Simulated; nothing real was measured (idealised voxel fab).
The process module presented herein is designated voxel spacer lines.
Shown is cross-section cut, with a width of 185 nm and square cells of size 5 nm.
A cross-section is a grid of square cells, given in bands from the top down. A band is one or more rows of cells. Each band's line starts with the height of the band's top and of its bottom, in nm. Then come its materials from left to right, each with its width in nm. One material with "throughout" fills the band from edge to edge. "empty" is empty space. Basically, 0 is our baseline, since under it the wafer straight out of the box is all one material. The bottom band has no lower end and keeps on going down, so it looks like "0 nm and below". A two-number width, for instance "30..40", indicates that the width is equal to the first number in the top row of the band and to the second number in the bottom row, and that it changes by a constant amount per row of cells. Given "changes: none" for a step, no cell of the cross-section differs between before and after that step. "Voids, fully enclosed" enumerates empty spaces isolated from the top, with no open way to it, that contain at least 8 cells, giving each as width x height at distance from the left edge, all three in nm. What comes after the settings on a step's line is commentary from the simulator itself on that step. On any step carrying a mask, the "overlay nm" setting, if present on the step's line, tells how far right of its planned place the mask lay; negative values point to the left.
Here's what the planned process steps look like
1. RECEIVE, material Si
2. CONFORMAL_DEP, material Al2O3, thk nm 5
3. DIRECTIONAL_DEP, material SiN, thk nm 10
4. DIRECTIONAL_DEP, material aC, thk nm 25
5. PATTERN, tone cover, mask id MANDREL, material resist, width nm 25, pitch nm 70, thk nm 30, overlay nm 0
6. DIRECTIONAL_ETCH, etch materials aC, depth nm 25
7. STRIP, etch materials resist
8. CONFORMAL_DEP, material SiO2, thk nm 10
9. DIRECTIONAL_ETCH, etch materials SiO2, depth nm 10
10. STRIP, etch materials aC
11. DIRECTIONAL_ETCH, etch materials SiN, depth nm 10
12. STRIP, etch materials SiO2
13. FILL_DEP, material lowk, thk nm 5
14. CMP, height nm 15
First wafer of two (run as planned)
As received (post step 1): cross-section
* 0 nm and below  Si throughout
* Voids, fully enclosed: none
After step 2, in cross-section
* 5 nm to 0 nm  Al2O3 throughout
* Unchanged below 0.
After step 3, in cross-section
* 15 nm to 5 nm  SiN throughout
* Unchanged below 5.
After step 4, in cross-section
* 40 nm to 15 nm  aC throughout
* Unchanged below 15.
After step 5, in cross-section
* 70 nm to 40 nm  45 of empty; 25 of resist; 45 of empty; 25 of resist; 45 of empty
* Unchanged below 40.
After step 6, in cross-section
* 45 nm to 40 nm  45 of empty; 25 of resist; 45 of empty; 25 of resist; 45 of empty
* 40 nm to 15 nm  45 of empty; 25 of aC; 45 of empty; 25 of aC; 45 of empty
* Unchanged below 15.
After step 7, in cross-section
* 40 nm to 15 nm  45 of empty; 25 of aC; 45 of empty; 25 of aC; 45 of empty
* Unchanged below 15.
After step 8, in cross-section
* 50 nm to 40 nm  35 of empty; 45 of SiO2; 25 of empty; 45 of SiO2; 35 of empty
* 40 nm to 25 nm  35 of empty; 10 of SiO2; 25 of aC; 10 of SiO2; 25 of empty; 10 of SiO2; 25 of aC; 10 of SiO2; 35 of empty
* 25 nm to 15 nm  45 of SiO2; 25 of aC; 45 of SiO2; 25 of aC; 45 of SiO2
* Unchanged below 15.
After step 9, in cross-section
* 40 nm to 15 nm  35 of empty; 10 of SiO2; 25 of aC; 10 of SiO2; 25 of empty; 10 of SiO2; 25 of aC; 10 of SiO2; 35 of empty
* Unchanged below 15.
After step 10, in cross-section
* 40 nm to 15 nm  35 of empty; 10 of SiO2; 25 of empty; 10 of SiO2; 25 of empty; 10 of SiO2; 25 of empty; 10 of SiO2; 35 of empty
* Unchanged below 15.
After step 11, in cross-section
* 40 nm to 15 nm  35 of empty; 10 of SiO2; 25 of empty; 10 of SiO2; 25 of empty; 10 of SiO2; 25 of empty; 10 of SiO2; 35 of empty
* 15 nm to 5 nm  35 of empty; 10 of SiN; 25 of empty; 10 of SiN; 25 of empty; 10 of SiN; 25 of empty; 10 of SiN; 35 of empty
* Unchanged below 5.
After step 12, in cross-section
* 15 nm to 5 nm  35 of empty; 10 of SiN; 25 of empty; 10 of SiN; 25 of empty; 10 of SiN; 25 of empty; 10 of SiN; 35 of empty
* Unchanged below 5.
After step 13, in cross-section
* 20 nm to 15 nm  lowk throughout
* 15 nm to 5 nm  35 of lowk; 10 of SiN; 25 of lowk; 10 of SiN; 25 of lowk; 10 of SiN; 25 of lowk; 10 of SiN; 35 of lowk
* Unchanged below 5.
After step 14, in cross-section
* 15 nm to 5 nm  35 of lowk; 10 of SiN; 25 of lowk; 10 of SiN; 25 of lowk; 10 of SiN; 25 of lowk; 10 of SiN; 35 of lowk
* Unchanged below 5.
Second wafer, same starting state and plan as the first, one mistake in the run, identical through step 2
Cross-section of the second wafer when, according to plan, step 3 should have finished
* 10 nm to 5 nm  SiN throughout
* Unchanged below 5.
Cross-section of the second wafer when, according to plan, step 4 should have finished
* 35 nm to 10 nm  aC throughout
* Unchanged below 10.
Cross-section of the second wafer when, according to plan, step 5 should have finished
* 65 nm to 35 nm  45 of empty; 25 of resist; 45 of empty; 25 of resist; 45 of empty
* Unchanged below 35.
Cross-section of the second wafer when, according to plan, step 6 should have finished
* 40 nm to 35 nm  45 of empty; 25 of resist; 45 of empty; 25 of resist; 45 of empty
* 35 nm to 10 nm  45 of empty; 25 of aC; 45 of empty; 25 of aC; 45 of empty
* Unchanged below 10.
Cross-section of the second wafer when, according to plan, step 7 should have finished
* 35 nm to 10 nm  45 of empty; 25 of aC; 45 of empty; 25 of aC; 45 of empty
* Unchanged below 10.
Cross-section of the second wafer when, according to plan, step 8 should have finished
* 45 nm to 35 nm  35 of empty; 45 of SiO2; 25 of empty; 45 of SiO2; 35 of empty
* 35 nm to 20 nm  35 of empty; 10 of SiO2; 25 of aC; 10 of SiO2; 25 of empty; 10 of SiO2; 25 of aC; 10 of SiO2; 35 of empty
* 20 nm to 10 nm  45 of SiO2; 25 of aC; 45 of SiO2; 25 of aC; 45 of SiO2
* Unchanged below 10.
Cross-section of the second wafer when, according to plan, step 9 should have finished
* 35 nm to 10 nm  35 of empty; 10 of SiO2; 25 of aC; 10 of SiO2; 25 of empty; 10 of SiO2; 25 of aC; 10 of SiO2; 35 of empty
* Unchanged below 10.
Cross-section of the second wafer when, according to plan, step 10 should have finished
* 35 nm to 10 nm  35 of empty; 10 of SiO2; 25 of empty; 10 of SiO2; 25 of empty; 10 of SiO2; 25 of empty; 10 of SiO2; 35 of empty
* Unchanged below 10.
Cross-section of the second wafer when, according to plan, step 11 should have finished
* 35 nm to 10 nm  35 of empty; 10 of SiO2; 25 of empty; 10 of SiO2; 25 of empty; 10 of SiO2; 25 of empty; 10 of SiO2; 35 of empty
* 10 nm to 5 nm  35 of empty; 10 of SiN; 25 of empty; 10 of SiN; 25 of empty; 10 of SiN; 25 of empty; 10 of SiN; 35 of empty
* Unchanged below 5.
Cross-section of the second wafer when, according to plan, step 12 should have finished
* 10 nm to 5 nm  35 of empty; 10 of SiN; 25 of empty; 10 of SiN; 25 of empty; 10 of SiN; 25 of empty; 10 of SiN; 35 of empty
* Unchanged below 5.
Cross-section of the second wafer when, according to plan, step 13 should have finished
* 15 nm to 10 nm  lowk throughout
* 10 nm to 5 nm  35 of lowk; 10 of SiN; 25 of lowk; 10 of SiN; 25 of lowk; 10 of SiN; 25 of lowk; 10 of SiN; 35 of lowk
* Unchanged below 5.
Cross-section of the second wafer when, according to plan, step 14 should have finished: changes: none
Finding, execution versus plan: rather than as planned, step 3 actually ran as DIRECTIONAL_DEP, material SiN, thk nm 5
Per the end-of-run cell counts, the second wafer holds more or fewer of some materials than the first: SiN: 8 fewer; lowk: 8 more
